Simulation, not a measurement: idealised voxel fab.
Process module heading - voxel released beams
It is cross-section cut that appears here, measuring 285 nm in width, its square cells being 5 nm in size.
For the purposes of this document, a cross-section shall be understood as a grid of square cells, specified as bands listed in top-to-bottom order, each band consisting of one or more rows of cells. Top height, bottom height, nm. Materials left to right, width each, nm. Single material + "everywhere" = fills band edge to edge. "air" = empty. Height 0 is the level under which the wafer as received is all one material. The lowest band goes on downwards, as in "0 and below". The expression "30..40" gives the width at the extremes of the band, the first number at its top row of cells and the second at its bottom row, with the width changing by equal amounts from each row to the next in between. You'll sometimes find "no alteration" written for a step, and that's the way of saying that nowhere in the cross-section did a cell change during that step. Unvented voids: empty space of 8 cells or more with no open way to the top, each as width x height at its distance from the left edge, in nm. On a step's line, text after the settings is the simulator commenting on that step. The optional step-line setting "overlay nm" applies to steps with a mask and quantifies how far to the right of its planned location the mask lay, a negative value indicating leftward placement.
# Set out below are the planned steps of the process
1,RECEIVE, material Si
2,CONFORMAL_DEP, material SiN, thk nm 5
3,DIRECTIONAL_DEP, material SiO2, thk nm 15
4,PATTERN, tone open, mask id ANCHOR, material resist, width nm 35, thk nm 20, overlay nm 0
5,DIRECTIONAL_ETCH, etch materials SiO2, depth nm 15
6,STRIP, etch materials resist
7,CONFORMAL_DEP, material polySi, thk nm 15
8,DIRECTIONAL_DEP, material aC, thk nm 15
9,PATTERN, tone cover, mask id BEAM, material resist, width nm 100, thk nm 30, overlay nm 0
10,DIRECTIONAL_ETCH, etch materials aC, depth nm 15
11,STRIP, etch materials resist
12,DIRECTIONAL_ETCH, etch materials polySi, depth nm 15
13,STRIP, etch materials aC
14,STRIP, etch materials SiO2
# First of two wafers: run as planned
# Received-state cross-section, reflecting completion of step 1
* 0 and below | Si everywhere
* Unvented voids: none
# Wafer xsec, post step 2
* 5 down to 0 | SiN everywhere
* Note: structure below 0 unchanged.
# Wafer xsec, post step 3
* 20 down to 5 | SiO2 everywhere
* Note: structure below 5 unchanged.
# Wafer xsec, post step 4
* 40 down to 20 | resist 95 | air 35 | resist 155
* Note: structure below 20 unchanged.
# Wafer xsec, post step 5
* 40 down to 20 | resist 95 | air 35 | resist 155
* 20 down to 5 | SiO2 95 | air 35 | SiO2 155
* Note: structure below 5 unchanged.
# Wafer xsec, post step 6
* 20 down to 5 | SiO2 95 | air 35 | SiO2 155
* Note: structure below 5 unchanged.
# Wafer xsec, post step 7
* 35 down to 20 | polySi 110 | air 5 | polySi 170
* 20 down to 5 | SiO2 95 | polySi 35 | SiO2 155
* Note: structure below 5 unchanged.
# Wafer xsec, post step 8
* 50 down to 35 | aC 110 | air 5 | aC 170
* 35 down to 20 | polySi 110 | aC 5 | polySi 170
* Note: structure below 20 unchanged.
# Wafer xsec, post step 9
* 80 down to 50 | air 90 | resist 100 | air 95
* 50 down to 35 | aC 110 | resist 5 | aC 170
* Note: structure below 35 unchanged.
# Wafer xsec, post step 10
* 65 down to 50 | air 90 | resist 100 | air 95
* 50 down to 35 | air 90 | aC 20 | resist 5 | aC 75 | air 95
* Note: structure below 35 unchanged.
# Wafer xsec, post step 11
* 50 down to 35 | air 90 | aC 20 | air 5 | aC 75 | air 95
* Note: structure below 35 unchanged.
# Wafer xsec, post step 12
* 50 down to 35 | air 90 | aC 20 | air 5 | aC 75 | air 95
* 35 down to 20 | air 90 | polySi 20 | aC 5 | polySi 75 | air 95
* Note: structure below 20 unchanged.
# Wafer xsec, post step 13
* 35 down to 20 | air 90 | polySi 20 | air 5 | polySi 75 | air 95
* Note: structure below 20 unchanged.
# Wafer xsec, post step 14
* 35 down to 20 | air 90 | polySi 20 | air 5 | polySi 75 | air 95
* 20 down to 5 | air 95 | polySi 35 | air 155
* Note: structure below 5 unchanged.
# Wafer two of two - same starting point, same process plan, one mistake in execution; matches wafer one up to and including step 8
# Cross-section of the second wafer at the time by which step 9 should have been completed according to the plan
* 80 down to 50 | air 95 | resist 100 | air 90
* 50 down to 35 | aC 110 | resist 5 | aC 170
* Note: structure below 35 unchanged.
# Cross-section of the second wafer at the time by which step 10 should have been completed according to the plan
* 65 down to 50 | air 95 | resist 100 | air 90
* 50 down to 35 | air 95 | aC 15 | resist 5 | aC 80 | air 90
* Note: structure below 35 unchanged.
# Cross-section of the second wafer at the time by which step 11 should have been completed according to the plan
* 50 down to 35 | air 95 | aC 15 | air 5 | aC 80 | air 90
* Note: structure below 35 unchanged.
# Cross-section of the second wafer at the time by which step 12 should have been completed according to the plan
* 50 down to 35 | air 95 | aC 15 | air 5 | aC 80 | air 90
* 35 down to 20 | air 95 | polySi 15 | aC 5 | polySi 80 | air 90
* Note: structure below 20 unchanged.
# Cross-section of the second wafer at the time by which step 13 should have been completed according to the plan
* 35 down to 20 | air 95 | polySi 15 | air 5 | polySi 80 | air 90
* Note: structure below 20 unchanged.
# Cross-section of the second wafer at the time by which step 14 should have been completed according to the plan
* 35 down to 20 | air 95 | polySi 15 | air 5 | polySi 80 | air 90
* 20 down to 5 | air 95 | polySi 35 | air 155
* Note: structure below 5 unchanged.
Finding, execution versus plan: step 9 did not happen as planned, as run it was PATTERN, tone cover, mask id BEAM, material resist, width nm 100, thk nm 30, overlay nm 5
Both wafers, final: cells per material equal; arrangement not.
